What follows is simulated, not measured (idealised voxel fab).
process module | voxel lift off
cross-section cut | 235 nm wide | cells 5 nm
A cross-section is a grid of square cells, given in bands from the top down. A band is one or more rows of cells.
Each band's line starts with the height of the band's top and of its bottom, in nm. Then come its materials from left to right, each with its width in nm. One material with "throughout" fills the band from edge to edge. "air" is empty space.
Height 0 is the level under which the wafer as received is all one material. The lowest band goes on downwards, as in "0 down".
A width such as "30 to 40" changes by the same amount from each row of cells to the next, from the band's top row to its bottom row.
"no change" after a step means that no cell of the cross-section changed.
closed voids: empty space of 8 cells or more with no open way to the top, each as width x height at its distance from the left edge, in nm
after a step's settings: what the simulator itself notes on the step
overlay nm, on a step with a mask: how far to the right of its planned place the mask lay; to the left if negative
plan
1 op RECEIVE | material Si
2 op CONFORMAL_DEP | material SiN | thk nm 10
3 op PATTERN | tone open | mask id LINES | material resist | width nm 25 | pitch nm 40 | thk nm 30 | overlay nm 0
4 op DIRECTIONAL_DEP | material Ru | thk nm 15
5 op STRIP | etch materials resist
6 op CONFORMAL_DEP | material SiCN | thk nm 10
as received, after step 1
  0 down: Si throughout
  closed voids: none
a wafer at the end: this start, this plan, one mistake
  25 to 10: air 85 | Ru 25 | air 15 | Ru 25 | air 85
  10 to 0: SiN throughout
  0 down: Si throughout
  closed voids: none
what went wrong: step 6 was left out
